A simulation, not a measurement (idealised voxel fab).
The process module presented herein is designated voxel capacitor over wiring.
We display cut, a cross-section 295 nm in width whose square cells are each 5 nm.
For the purposes of this document, a cross-section shall be understood as a grid of square cells, specified as bands listed in top-to-bottom order, each band consisting of one or more rows of cells. Band entry format. Leading values: height of top, height of bottom, nm. Remainder: materials in left-to-right order, each with its width in nm. Special words: "edge to edge" on a single material, which then fills the band edge to edge; "blank", empty space. Measure heights from 0. That's the level where, below it, the as-received wafer is all one material. The lowest band is bottomless and extends downward; write it as in "0 -> down". The width entry "30 to 40" should be interpreted row by row: the top row of cells in the band takes the first number, the bottom row takes the second number, and the change between adjacent rows is uniform throughout. Any step labelled "remains unaltered" changed none of the cells in the cross-section. "Enclosed voids" specifies each empty space that is not open to the top and that occupies no fewer than 8 cells, using the form width x height at distance, the distance measured from the left edge and all three quantities in nm. The remark found on a step's line after its settings is issued by the simulator itself and pertains to that step. overlay nm: how far to the right of its planned place the mask lay on this masked step (negative: to the left).

Plan
1,op RECEIVE | material Si
2,op CONFORMAL_DEP | material SiO2 | thk nm 15
3,op DIRECTIONAL_DEP | material TiN | thk nm 5
4,op DIRECTIONAL_DEP | material W | thk nm 25
5,op MASKED_ETCH | tone cover | mask id METAL_1 | width nm 25 | pitch nm 90 | etch materials W | depth nm 25 | overlay nm 0
6,op MASKED_ETCH | tone cover | mask id METAL_1 | width nm 25 | pitch nm 90 | etch materials TiN | depth nm 5 | overlay nm 0
7,op FILL_DEP | material SiO2 | thk nm 5
8,op CMP | height nm 45
9,op CONFORMAL_DEP | material SiCN | thk nm 5
10,op DIRECTIONAL_DEP | material SiO2 | thk nm 10
11,op PATTERN | tone open | mask id PLUG_1 | material resist | width nm 15 | thk nm 15 | overlay nm 0
12,op DIRECTIONAL_ETCH | etch materials SiO2 | depth nm 10
13,op DIRECTIONAL_ETCH | etch materials SiCN | depth nm 5
14,op STRIP | etch materials resist
15,op EPI | material Ru | thk nm 10
16,op EPI | material Ru | thk nm 5
17,op DIRECTIONAL_DEP | material TiN | thk nm 5
18,op DIRECTIONAL_DEP | material Al2O3 | thk nm 5
19,op DIRECTIONAL_DEP | material TiN | thk nm 10
20,op PATTERN | tone cover | mask id UPPER_PLATE | material resist | width nm 70 | thk nm 15 | overlay nm 0
21,op DIRECTIONAL_ETCH | etch materials TiN | depth nm 10
22,op DIRECTIONAL_ETCH | etch materials Al2O3 | depth nm 5
23,op STRIP | etch materials resist
24,op MASKED_ETCH | tone cover | mask id LOWER_PLATE | width nm 80 | etch materials TiN | depth nm 5 | overlay nm 0
25,op FILL_DEP | material SiO2 | thk nm 20
26,op CMP | height nm 95
27,op PATTERN | tone open | mask id PLUG_2 | material resist | width nm 15 | thk nm 15 | overlay nm 0
28,op DIRECTIONAL_ETCH | etch materials SiO2 | depth nm 15
29,op STRIP | etch materials resist
30,op CONFORMAL_DEP | material TiN | thk nm 5
31,op FILL_DEP | material Cu | thk nm 10
32,op CMP | height nm 95
33,op CONFORMAL_DEP | material SiCN | thk nm 5

Shown in cross-section is the wafer as received, that is, as it stands after step 1
  0 -> down = Si edge to edge
  Enclosed voids: none

Run as planned - first of the two wafers cross-sectioned at the end of the module
  100 -> 95 = SiCN edge to edge
  95 -> 85 = 110 SiO2; 5 TiN; 5 Cu; 5 TiN; 170 SiO2
  85 -> 80 = 110 SiO2; 15 TiN; 170 SiO2
  80 -> 70 = 100 SiO2; 70 TiN; 125 SiO2
  70 -> 65 = 100 SiO2; 70 Al2O3; 125 SiO2
  65 -> 60 = 95 SiO2; 80 TiN; 120 SiO2
  60 -> 50 = 100 SiO2; 15 Ru; 180 SiO2
  50 -> 45 = 100 SiCN; 15 Ru; 180 SiCN
  45 -> 20 = 90 SiO2; 25 W; 65 SiO2; 25 W; 90 SiO2
  20 -> 15 = 90 SiO2; 25 TiN; 65 SiO2; 25 TiN; 90 SiO2
  15 -> 0 = SiO2 edge to edge
  0 -> down = Si edge to edge
  Enclosed voids: none

Here's the second of our two wafers sectioned at module end. Same start as the first, same plan, but one mistake got made running it
  100 -> 95 = SiCN edge to edge
  95 -> 85 = 110 SiO2; 5 TiN; 5 Cu; 5 TiN; 170 SiO2
  85 -> 80 = 110 SiO2; 15 TiN; 170 SiO2
  80 -> 70 = 100 SiO2; 70 TiN; 125 SiO2
  70 -> 65 = 100 SiO2; 70 Al2O3; 125 SiO2
  65 -> 60 = 100 SiO2; 80 TiN; 115 SiO2
  60 -> 50 = 100 SiO2; 15 Ru; 180 SiO2
  50 -> 45 = 100 SiCN; 15 Ru; 180 SiCN
  45 -> 20 = 90 SiO2; 25 W; 65 SiO2; 25 W; 90 SiO2
  20 -> 15 = 90 SiO2; 25 TiN; 65 SiO2; 25 TiN; 90 SiO2
  15 -> 0 = SiO2 edge to edge
  0 -> down = Si edge to edge
  Enclosed voids: none
What went wrong in running the wafer? off-plan run, step 24, actual operation and settings op MASKED_ETCH | tone cover | mask id LOWER_PLATE | width nm 80 | etch materials TiN | depth nm 5 | overlay nm 5
Same inventory, different map: at the end, the second wafer holds as many cells of each material as the first, placed elsewhere.
